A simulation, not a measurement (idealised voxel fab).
Process module under the name voxel wiring stack
Each square cell in cross-section cut measures 5 nm, and the section as a whole is 240 nm wide.
The cross-sections in this document take the form of a grid made of square cells. They are written out as bands, in order from top to bottom. Each band consists of one or more rows of cells.
This entry defines a band. It first specifies the height of the band's top and the height of its bottom in nm, and then specifies the band's materials from left to right, stating each material with its width in nm. The word "everywhere" identifies a single material that fills the band from edge to edge, while the word "empty" identifies empty space.
Measure heights from 0. That's the level where, below it, the as-received wafer is all one material. The lowest band is bottomless and extends downward; write it as in "0 -> down".
The two numbers in a width such as "30..40" mark its ends across the band: the first belongs to the top row of cells, the second to the bottom row, and from each row to the next the width moves by the same amount.
The cross-section has no changed cell in any step marked "nothing altered".
The list in "Closed void listing" covers empty spaces of 8 cells or more that cannot reach the top through any open way, and it gives each as width x height at distance; the distance is from the left edge, and width, height and distance are in nm.
If you see something after the settings on a step's line, that's the simulator's own remark about that step.
"overlay nm" on a masked step: distance the mask lay right of its planned place, negative for left.

Plan:
1 RECEIVE (material Si)
2 CONFORMAL_DEP (material SiO2; thk nm 15)
3 CONFORMAL_DEP (material SiCN; thk nm 5)
4 DIRECTIONAL_DEP (material lowk; thk nm 20)
5 PATTERN (tone open; mask id METAL_1; material resist; width nm 20; pitch nm 45; thk nm 15; overlay nm 0)
6 DIRECTIONAL_ETCH (etch materials lowk; depth nm 20)
7 DIRECTIONAL_ETCH (etch materials SiCN; depth nm 5)
8 STRIP (etch materials resist)
9 CONFORMAL_DEP (material TiN; thk nm 5)
10 FILL_DEP (material Cu; thk nm 10)
11 CMP (height nm 40)
12 EPI (material Ru; thk nm 5)
13 FILL_DEP (material SiCN; thk nm 5)
14 DIRECTIONAL_DEP (material SiO2; thk nm 25)
15 MASKED_ETCH (tone open; mask id METAL_2; width nm 20; pitch nm 45; etch materials SiO2; depth nm 15; overlay nm 0)
16 PATTERN (tone open; mask id METAL_2_HOLES; material resist; width nm 15; pitch nm 45; thk nm 20; overlay nm 0)
17 DIRECTIONAL_ETCH (etch materials SiO2; depth nm 10)
18 DIRECTIONAL_ETCH (etch materials SiCN; depth nm 5)
19 STRIP (etch materials resist)
20 CONFORMAL_DEP (material TiN; thk nm 5)
21 FILL_DEP (material Cu; thk nm 10)
22 CMP (height nm 75)
23 CONFORMAL_DEP (material SiCN; thk nm 5)
24 DIRECTIONAL_DEP (material SiO2; thk nm 30)
25 PATTERN (tone open; mask id METAL_3; material resist; width nm 20; pitch nm 45; thk nm 20; overlay nm 0)
26 DIRECTIONAL_ETCH (etch materials SiO2; depth nm 20)
27 STRIP (etch materials resist)
28 MASKED_ETCH (tone open; mask id METAL_3_HOLES; width nm 15; pitch nm 45; etch materials SiO2; depth nm 10; overlay nm 0)
29 MASKED_ETCH (tone open; mask id METAL_3_HOLES; width nm 15; pitch nm 45; etch materials SiCN; depth nm 5; overlay nm 0)
30 CONFORMAL_DEP (material TiN; thk nm 5)
31 FILL_DEP (material Cu; thk nm 10)
32 CMP (height nm 110)
33 CONFORMAL_DEP (material SiCN; thk nm 5)

First wafer of two (run as planned):

So this is the incoming wafer in cross-section - it's already been through step 1:
* 0 -> down = Si everywhere
* Closed void listing: none

Wafer section view after processing step 2:
* 15 -> 0 = SiO2 everywhere
* Unchanged below 0.

Wafer section view after processing step 3:
* 20 -> 15 = SiCN everywhere
* Unchanged below 15.

Wafer section view after processing step 4:
* 40 -> 20 = lowk everywhere
* Unchanged below 20.

Wafer section view after processing step 5:
* 55 -> 40 = resist 65 nm, empty 20 nm, resist 25 nm, empty 20 nm, resist 25 nm, empty 20 nm, resist 65 nm
* Unchanged below 40.

Wafer section view after processing step 6:
* 55 -> 40 = resist 65 nm, empty 20 nm, resist 25 nm, empty 20 nm, resist 25 nm, empty 20 nm, resist 65 nm
* 40 -> 20 = lowk 65 nm, empty 20 nm, lowk 25 nm, empty 20 nm, lowk 25 nm, empty 20 nm, lowk 65 nm
* Unchanged below 20.

Wafer section view after processing step 7:
* 55 -> 40 = resist 65 nm, empty 20 nm, resist 25 nm, empty 20 nm, resist 25 nm, empty 20 nm, resist 65 nm
* 40 -> 20 = lowk 65 nm, empty 20 nm, lowk 25 nm, empty 20 nm, lowk 25 nm, empty 20 nm, lowk 65 nm
* 20 -> 15 = SiCN 65 nm, empty 20 nm, SiCN 25 nm, empty 20 nm, SiCN 25 nm, empty 20 nm, SiCN 65 nm
* Unchanged below 15.

Wafer section view after processing step 8:
* 40 -> 20 = lowk 65 nm, empty 20 nm, lowk 25 nm, empty 20 nm, lowk 25 nm, empty 20 nm, lowk 65 nm
* Unchanged below 20.

Wafer section view after processing step 9:
* 45 -> 40 = TiN 70 nm, empty 10 nm, TiN 35 nm, empty 10 nm, TiN 35 nm, empty 10 nm, TiN 70 nm
* 40 -> 20 = lowk 65 nm, TiN 5 nm, empty 10 nm, TiN 5 nm, lowk 25 nm, TiN 5 nm, empty 10 nm, TiN 5 nm, lowk 25 nm, TiN 5 nm, empty 10 nm, TiN 5 nm, lowk 65 nm
* 20 -> 15 = SiCN 65 nm, TiN 20 nm, SiCN 25 nm, TiN 20 nm, SiCN 25 nm, TiN 20 nm, SiCN 65 nm
* Unchanged below 15.

Wafer section view after processing step 10:
* 55 -> 45 = Cu everywhere
* 45 -> 40 = TiN 70 nm, Cu 10 nm, TiN 35 nm, Cu 10 nm, TiN 35 nm, Cu 10 nm, TiN 70 nm
* 40 -> 20 = lowk 65 nm, TiN 5 nm, Cu 10 nm, TiN 5 nm, lowk 25 nm, TiN 5 nm, Cu 10 nm, TiN 5 nm, lowk 25 nm, TiN 5 nm, Cu 10 nm, TiN 5 nm, lowk 65 nm
* Unchanged below 20.

Wafer section view after processing step 11:
* 40 -> 20 = lowk 65 nm, TiN 5 nm, Cu 10 nm, TiN 5 nm, lowk 25 nm, TiN 5 nm, Cu 10 nm, TiN 5 nm, lowk 25 nm, TiN 5 nm, Cu 10 nm, TiN 5 nm, lowk 65 nm
* Unchanged below 20.

Wafer section view after processing step 12:
* 45 -> 40 = empty 60 nm, Ru 30 nm, empty 15 nm, Ru 30 nm, empty 15 nm, Ru 30 nm, empty 60 nm
* Unchanged below 40.

Wafer section view after processing step 13:
* 50 -> 45 = SiCN everywhere
* 45 -> 40 = SiCN 60 nm, Ru 30 nm, SiCN 15 nm, Ru 30 nm, SiCN 15 nm, Ru 30 nm, SiCN 60 nm
* Unchanged below 40.

Wafer section view after processing step 14:
* 75 -> 50 = SiO2 everywhere
* Unchanged below 50.

Wafer section view after processing step 15:
* 75 -> 60 = SiO2 65 nm, empty 20 nm, SiO2 25 nm, empty 20 nm, SiO2 25 nm, empty 20 nm, SiO2 65 nm
* Unchanged below 60.

Wafer section view after processing step 16:
* 95 -> 75 = resist 65 nm, empty 15 nm, resist 30 nm, empty 15 nm, resist 30 nm, empty 15 nm, resist 70 nm
* 75 -> 60 = SiO2 65 nm, empty 15 nm, resist 5 nm, SiO2 25 nm, empty 15 nm, resist 5 nm, SiO2 25 nm, empty 15 nm, resist 5 nm, SiO2 65 nm
* Unchanged below 60.

Wafer section view after processing step 17:
* 95 -> 75 = resist 65 nm, empty 15 nm, resist 30 nm, empty 15 nm, resist 30 nm, empty 15 nm, resist 70 nm
* 75 -> 60 = SiO2 65 nm, empty 15 nm, resist 5 nm, SiO2 25 nm, empty 15 nm, resist 5 nm, SiO2 25 nm, empty 15 nm, resist 5 nm, SiO2 65 nm
* 60 -> 50 = SiO2 65 nm, empty 15 nm, SiO2 30 nm, empty 15 nm, SiO2 30 nm, empty 15 nm, SiO2 70 nm
* Unchanged below 50.

Wafer section view after processing step 18:
* 95 -> 75 = resist 65 nm, empty 15 nm, resist 30 nm, empty 15 nm, resist 30 nm, empty 15 nm, resist 70 nm
* 75 -> 60 = SiO2 65 nm, empty 15 nm, resist 5 nm, SiO2 25 nm, empty 15 nm, resist 5 nm, SiO2 25 nm, empty 15 nm, resist 5 nm, SiO2 65 nm
* 60 -> 50 = SiO2 65 nm, empty 15 nm, SiO2 30 nm, empty 15 nm, SiO2 30 nm, empty 15 nm, SiO2 70 nm
* 50 -> 45 = SiCN 65 nm, empty 15 nm, SiCN 30 nm, empty 15 nm, SiCN 30 nm, empty 15 nm, SiCN 70 nm
* Unchanged below 45.

Wafer section view after processing step 19:
* 75 -> 60 = SiO2 65 nm, empty 20 nm, SiO2 25 nm, empty 20 nm, SiO2 25 nm, empty 20 nm, SiO2 65 nm
* Unchanged below 60.

Wafer section view after processing step 20:
* 80 -> 75 = TiN 70 nm, empty 10 nm, TiN 35 nm, empty 10 nm, TiN 35 nm, empty 10 nm, TiN 70 nm
* 75 -> 65 = SiO2 65 nm, TiN 5 nm, empty 10 nm, TiN 5 nm, SiO2 25 nm, TiN 5 nm, empty 10 nm, TiN 5 nm, SiO2 25 nm, TiN 5 nm, empty 10 nm, TiN 5 nm, SiO2 65 nm
* 65 -> 60 = SiO2 65 nm, TiN 5 nm, empty 5 nm, TiN 10 nm, SiO2 25 nm, TiN 5 nm, empty 5 nm, TiN 10 nm, SiO2 25 nm, TiN 5 nm, empty 5 nm, TiN 10 nm, SiO2 65 nm
* 60 -> 50 = SiO2 65 nm, TiN 5 nm, empty 5 nm, TiN 5 nm, SiO2 30 nm, TiN 5 nm, empty 5 nm, TiN 5 nm, SiO2 30 nm, TiN 5 nm, empty 5 nm, TiN 5 nm, SiO2 70 nm
* 50 -> 45 = SiCN 65 nm, TiN 15 nm, SiCN 30 nm, TiN 15 nm, SiCN 30 nm, TiN 15 nm, SiCN 70 nm
* Unchanged below 45.

Wafer section view after processing step 21:
* 90 -> 80 = Cu everywhere
* 80 -> 75 = TiN 70 nm, Cu 10 nm, TiN 35 nm, Cu 10 nm, TiN 35 nm, Cu 10 nm, TiN 70 nm
* 75 -> 65 = SiO2 65 nm, TiN 5 nm, Cu 10 nm, TiN 5 nm, SiO2 25 nm, TiN 5 nm, Cu 10 nm, TiN 5 nm, SiO2 25 nm, TiN 5 nm, Cu 10 nm, TiN 5 nm, SiO2 65 nm
* 65 -> 60 = SiO2 65 nm, TiN 5 nm, Cu 5 nm, TiN 10 nm, SiO2 25 nm, TiN 5 nm, Cu 5 nm, TiN 10 nm, SiO2 25 nm, TiN 5 nm, Cu 5 nm, TiN 10 nm, SiO2 65 nm
* 60 -> 50 = SiO2 65 nm, TiN 5 nm, Cu 5 nm, TiN 5 nm, SiO2 30 nm, TiN 5 nm, Cu 5 nm, TiN 5 nm, SiO2 30 nm, TiN 5 nm, Cu 5 nm, TiN 5 nm, SiO2 70 nm
* Unchanged below 50.

Wafer section view after processing step 22:
* 75 -> 65 = SiO2 65 nm, TiN 5 nm, Cu 10 nm, TiN 5 nm, SiO2 25 nm, TiN 5 nm, Cu 10 nm, TiN 5 nm, SiO2 25 nm, TiN 5 nm, Cu 10 nm, TiN 5 nm, SiO2 65 nm
* Unchanged below 65.

Wafer section view after processing step 23:
* 80 -> 75 = SiCN everywhere
* Unchanged below 75.

Wafer section view after processing step 24:
* 110 -> 80 = SiO2 everywhere
* Unchanged below 80.

Wafer section view after processing step 25:
* 130 -> 110 = resist 65 nm, empty 20 nm, resist 25 nm, empty 20 nm, resist 25 nm, empty 20 nm, resist 65 nm
* Unchanged below 110.

Wafer section view after processing step 26:
* 130 -> 110 = resist 65 nm, empty 20 nm, resist 25 nm, empty 20 nm, resist 25 nm, empty 20 nm, resist 65 nm
* 110 -> 90 = SiO2 65 nm, empty 20 nm, SiO2 25 nm, empty 20 nm, SiO2 25 nm, empty 20 nm, SiO2 65 nm
* Unchanged below 90.

Wafer section view after processing step 27:
* 110 -> 90 = SiO2 65 nm, empty 20 nm, SiO2 25 nm, empty 20 nm, SiO2 25 nm, empty 20 nm, SiO2 65 nm
* Unchanged below 90.

Wafer section view after processing step 28:
* 110 -> 90 = SiO2 65 nm, empty 20 nm, SiO2 25 nm, empty 20 nm, SiO2 25 nm, empty 20 nm, SiO2 65 nm
* 90 -> 80 = SiO2 65 nm, empty 15 nm, SiO2 30 nm, empty 15 nm, SiO2 30 nm, empty 15 nm, SiO2 70 nm
* Unchanged below 80.

Wafer section view after processing step 29:
* 110 -> 90 = SiO2 65 nm, empty 20 nm, SiO2 25 nm, empty 20 nm, SiO2 25 nm, empty 20 nm, SiO2 65 nm
* 90 -> 80 = SiO2 65 nm, empty 15 nm, SiO2 30 nm, empty 15 nm, SiO2 30 nm, empty 15 nm, SiO2 70 nm
* 80 -> 75 = SiCN 65 nm, empty 15 nm, SiCN 30 nm, empty 15 nm, SiCN 30 nm, empty 15 nm, SiCN 70 nm
* Unchanged below 75.

Wafer section view after processing step 30:
* 115 -> 110 = TiN 70 nm, empty 10 nm, TiN 35 nm, empty 10 nm, TiN 35 nm, empty 10 nm, TiN 70 nm
* 110 -> 95 = SiO2 65 nm, TiN 5 nm, empty 10 nm, TiN 5 nm, SiO2 25 nm, TiN 5 nm, empty 10 nm, TiN 5 nm, SiO2 25 nm, TiN 5 nm, empty 10 nm, TiN 5 nm, SiO2 65 nm
* 95 -> 90 = SiO2 65 nm, TiN 5 nm, empty 5 nm, TiN 10 nm, SiO2 25 nm, TiN 5 nm, empty 5 nm, TiN 10 nm, SiO2 25 nm, TiN 5 nm, empty 5 nm, TiN 10 nm, SiO2 65 nm
* 90 -> 80 = SiO2 65 nm, TiN 5 nm, empty 5 nm, TiN 5 nm, SiO2 30 nm, TiN 5 nm, empty 5 nm, TiN 5 nm, SiO2 30 nm, TiN 5 nm, empty 5 nm, TiN 5 nm, SiO2 70 nm
* 80 -> 75 = SiCN 65 nm, TiN 15 nm, SiCN 30 nm, TiN 15 nm, SiCN 30 nm, TiN 15 nm, SiCN 70 nm
* Unchanged below 75.

Wafer section view after processing step 31:
* 125 -> 115 = Cu everywhere
* 115 -> 110 = TiN 70 nm, Cu 10 nm, TiN 35 nm, Cu 10 nm, TiN 35 nm, Cu 10 nm, TiN 70 nm
* 110 -> 95 = SiO2 65 nm, TiN 5 nm, Cu 10 nm, TiN 5 nm, SiO2 25 nm, TiN 5 nm, Cu 10 nm, TiN 5 nm, SiO2 25 nm, TiN 5 nm, Cu 10 nm, TiN 5 nm, SiO2 65 nm
* 95 -> 90 = SiO2 65 nm, TiN 5 nm, Cu 5 nm, TiN 10 nm, SiO2 25 nm, TiN 5 nm, Cu 5 nm, TiN 10 nm, SiO2 25 nm, TiN 5 nm, Cu 5 nm, TiN 10 nm, SiO2 65 nm
* 90 -> 80 = SiO2 65 nm, TiN 5 nm, Cu 5 nm, TiN 5 nm, SiO2 30 nm, TiN 5 nm, Cu 5 nm, TiN 5 nm, SiO2 30 nm, TiN 5 nm, Cu 5 nm, TiN 5 nm, SiO2 70 nm
* Unchanged below 80.

Wafer section view after processing step 32:
* 110 -> 95 = SiO2 65 nm, TiN 5 nm, Cu 10 nm, TiN 5 nm, SiO2 25 nm, TiN 5 nm, Cu 10 nm, TiN 5 nm, SiO2 25 nm, TiN 5 nm, Cu 10 nm, TiN 5 nm, SiO2 65 nm
* Unchanged below 95.

Wafer section view after processing step 33:
* 115 -> 110 = SiCN everywhere
* Unchanged below 110.

The remaining wafer, second of the two, started like the first and was run to the same plan, except that one mistake was made along the way; the two coincide through step 14, inclusive:

Second wafer, section view, time point: scheduled end of step 15:
* 75 -> 55 = SiO2 65 nm, empty 20 nm, SiO2 25 nm, empty 20 nm, SiO2 25 nm, empty 20 nm, SiO2 65 nm
* Unchanged below 55.

Second wafer, section view, time point: scheduled end of step 16:
* 95 -> 75 = resist 65 nm, empty 15 nm, resist 30 nm, empty 15 nm, resist 30 nm, empty 15 nm, resist 70 nm
* 75 -> 55 = SiO2 65 nm, empty 15 nm, resist 5 nm, SiO2 25 nm, empty 15 nm, resist 5 nm, SiO2 25 nm, empty 15 nm, resist 5 nm, SiO2 65 nm
* Unchanged below 55.

Second wafer, section view, time point: scheduled end of step 17:
* 95 -> 75 = resist 65 nm, empty 15 nm, resist 30 nm, empty 15 nm, resist 30 nm, empty 15 nm, resist 70 nm
* 75 -> 55 = SiO2 65 nm, empty 15 nm, resist 5 nm, SiO2 25 nm, empty 15 nm, resist 5 nm, SiO2 25 nm, empty 15 nm, resist 5 nm, SiO2 65 nm
* 55 -> 50 = SiO2 65 nm, empty 15 nm, SiO2 30 nm, empty 15 nm, SiO2 30 nm, empty 15 nm, SiO2 70 nm
* Unchanged below 50.

Second wafer, section view, time point: scheduled end of step 18:
* 95 -> 75 = resist 65 nm, empty 15 nm, resist 30 nm, empty 15 nm, resist 30 nm, empty 15 nm, resist 70 nm
* 75 -> 55 = SiO2 65 nm, empty 15 nm, resist 5 nm, SiO2 25 nm, empty 15 nm, resist 5 nm, SiO2 25 nm, empty 15 nm, resist 5 nm, SiO2 65 nm
* 55 -> 50 = SiO2 65 nm, empty 15 nm, SiO2 30 nm, empty 15 nm, SiO2 30 nm, empty 15 nm, SiO2 70 nm
* 50 -> 45 = SiCN 65 nm, empty 15 nm, SiCN 30 nm, empty 15 nm, SiCN 30 nm, empty 15 nm, SiCN 70 nm
* Unchanged below 45.

Second wafer, section view, time point: scheduled end of step 19:
* 75 -> 55 = SiO2 65 nm, empty 20 nm, SiO2 25 nm, empty 20 nm, SiO2 25 nm, empty 20 nm, SiO2 65 nm
* Unchanged below 55.

Second wafer, section view, time point: scheduled end of step 20:
* 80 -> 75 = TiN 70 nm, empty 10 nm, TiN 35 nm, empty 10 nm, TiN 35 nm, empty 10 nm, TiN 70 nm
* 75 -> 60 = SiO2 65 nm, TiN 5 nm, empty 10 nm, TiN 5 nm, SiO2 25 nm, TiN 5 nm, empty 10 nm, TiN 5 nm, SiO2 25 nm, TiN 5 nm, empty 10 nm, TiN 5 nm, SiO2 65 nm
* 60 -> 50 = SiO2 65 nm, TiN 5 nm, empty 5 nm, TiN 10..5 nm, SiO2 25..30 nm, TiN 5 nm, empty 5 nm, TiN 10..5 nm, SiO2 25..30 nm, TiN 5 nm, empty 5 nm, TiN 10..5 nm, SiO2 65..70 nm
* 50 -> 45 = SiCN 65 nm, TiN 15 nm, SiCN 30 nm, TiN 15 nm, SiCN 30 nm, TiN 15 nm, SiCN 70 nm
* Unchanged below 45.

Second wafer, section view, time point: scheduled end of step 21:
* 90 -> 80 = Cu everywhere
* 80 -> 75 = TiN 70 nm, Cu 10 nm, TiN 35 nm, Cu 10 nm, TiN 35 nm, Cu 10 nm, TiN 70 nm
* 75 -> 60 = SiO2 65 nm, TiN 5 nm, Cu 10 nm, TiN 5 nm, SiO2 25 nm, TiN 5 nm, Cu 10 nm, TiN 5 nm, SiO2 25 nm, TiN 5 nm, Cu 10 nm, TiN 5 nm, SiO2 65 nm
* 60 -> 50 = SiO2 65 nm, TiN 5 nm, Cu 5 nm, TiN 10..5 nm, SiO2 25..30 nm, TiN 5 nm, Cu 5 nm, TiN 10..5 nm, SiO2 25..30 nm, TiN 5 nm, Cu 5 nm, TiN 10..5 nm, SiO2 65..70 nm
* Unchanged below 50.

Second wafer, section view, time point: scheduled end of step 22:
* 75 -> 60 = SiO2 65 nm, TiN 5 nm, Cu 10 nm, TiN 5 nm, SiO2 25 nm, TiN 5 nm, Cu 10 nm, TiN 5 nm, SiO2 25 nm, TiN 5 nm, Cu 10 nm, TiN 5 nm, SiO2 65 nm
* Unchanged below 60.

Second wafer, section view, time point: scheduled end of step 23:
* 80 -> 75 = SiCN everywhere
* Unchanged below 75.

Second wafer, section view, time point: scheduled end of step 24:
* 110 -> 80 = SiO2 everywhere
* Unchanged below 80.

Second wafer, section view, time point: scheduled end of step 25:
* 130 -> 110 = resist 65 nm, empty 20 nm, resist 25 nm, empty 20 nm, resist 25 nm, empty 20 nm, resist 65 nm
* Unchanged below 110.

Second wafer, section view, time point: scheduled end of step 26:
* 130 -> 110 = resist 65 nm, empty 20 nm, resist 25 nm, empty 20 nm, resist 25 nm, empty 20 nm, resist 65 nm
* 110 -> 90 = SiO2 65 nm, empty 20 nm, SiO2 25 nm, empty 20 nm, SiO2 25 nm, empty 20 nm, SiO2 65 nm
* Unchanged below 90.

Second wafer, section view, time point: scheduled end of step 27:
* 110 -> 90 = SiO2 65 nm, empty 20 nm, SiO2 25 nm, empty 20 nm, SiO2 25 nm, empty 20 nm, SiO2 65 nm
* Unchanged below 90.

Second wafer, section view, time point: scheduled end of step 28:
* 110 -> 90 = SiO2 65 nm, empty 20 nm, SiO2 25 nm, empty 20 nm, SiO2 25 nm, empty 20 nm, SiO2 65 nm
* 90 -> 80 = SiO2 65 nm, empty 15 nm, SiO2 30 nm, empty 15 nm, SiO2 30 nm, empty 15 nm, SiO2 70 nm
* Unchanged below 80.

Second wafer, section view, time point: scheduled end of step 29:
* 110 -> 90 = SiO2 65 nm, empty 20 nm, SiO2 25 nm, empty 20 nm, SiO2 25 nm, empty 20 nm, SiO2 65 nm
* 90 -> 80 = SiO2 65 nm, empty 15 nm, SiO2 30 nm, empty 15 nm, SiO2 30 nm, empty 15 nm, SiO2 70 nm
* 80 -> 75 = SiCN 65 nm, empty 15 nm, SiCN 30 nm, empty 15 nm, SiCN 30 nm, empty 15 nm, SiCN 70 nm
* Unchanged below 75.

Second wafer, section view, time point: scheduled end of step 30:
* 115 -> 110 = TiN 70 nm, empty 10 nm, TiN 35 nm, empty 10 nm, TiN 35 nm, empty 10 nm, TiN 70 nm
* 110 -> 95 = SiO2 65 nm, TiN 5 nm, empty 10 nm, TiN 5 nm, SiO2 25 nm, TiN 5 nm, empty 10 nm, TiN 5 nm, SiO2 25 nm, TiN 5 nm, empty 10 nm, TiN 5 nm, SiO2 65 nm
* 95 -> 90 = SiO2 65 nm, TiN 5 nm, empty 5 nm, TiN 10 nm, SiO2 25 nm, TiN 5 nm, empty 5 nm, TiN 10 nm, SiO2 25 nm, TiN 5 nm, empty 5 nm, TiN 10 nm, SiO2 65 nm
* 90 -> 80 = SiO2 65 nm, TiN 5 nm, empty 5 nm, TiN 5 nm, SiO2 30 nm, TiN 5 nm, empty 5 nm, TiN 5 nm, SiO2 30 nm, TiN 5 nm, empty 5 nm, TiN 5 nm, SiO2 70 nm
* 80 -> 75 = SiCN 65 nm, TiN 15 nm, SiCN 30 nm, TiN 15 nm, SiCN 30 nm, TiN 15 nm, SiCN 70 nm
* Unchanged below 75.

Second wafer, section view, time point: scheduled end of step 31:
* 125 -> 115 = Cu everywhere
* 115 -> 110 = TiN 70 nm, Cu 10 nm, TiN 35 nm, Cu 10 nm, TiN 35 nm, Cu 10 nm, TiN 70 nm
* 110 -> 95 = SiO2 65 nm, TiN 5 nm, Cu 10 nm, TiN 5 nm, SiO2 25 nm, TiN 5 nm, Cu 10 nm, TiN 5 nm, SiO2 25 nm, TiN 5 nm, Cu 10 nm, TiN 5 nm, SiO2 65 nm
* 95 -> 90 = SiO2 65 nm, TiN 5 nm, Cu 5 nm, TiN 10 nm, SiO2 25 nm, TiN 5 nm, Cu 5 nm, TiN 10 nm, SiO2 25 nm, TiN 5 nm, Cu 5 nm, TiN 10 nm, SiO2 65 nm
* 90 -> 80 = SiO2 65 nm, TiN 5 nm, Cu 5 nm, TiN 5 nm, SiO2 30 nm, TiN 5 nm, Cu 5 nm, TiN 5 nm, SiO2 30 nm, TiN 5 nm, Cu 5 nm, TiN 5 nm, SiO2 70 nm
* Unchanged below 80.

Second wafer, section view, time point: scheduled end of step 32:
* 110 -> 95 = SiO2 65 nm, TiN 5 nm, Cu 10 nm, TiN 5 nm, SiO2 25 nm, TiN 5 nm, Cu 10 nm, TiN 5 nm, SiO2 25 nm, TiN 5 nm, Cu 10 nm, TiN 5 nm, SiO2 65 nm
* Unchanged below 95.

Second wafer, section view, time point: scheduled end of step 33:
* 115 -> 110 = SiCN everywhere
* Unchanged below 110.
Deviation from plan: step 15 did not happen as planned, as run it was MASKED_ETCH (tone open; mask id METAL_2; width nm 20; pitch nm 45; etch materials SiO2; depth nm 20; overlay nm 0)
Count the cells at the end and the second wafer has more or fewer of some materials than the first: Cu +3 | SiO2 -3
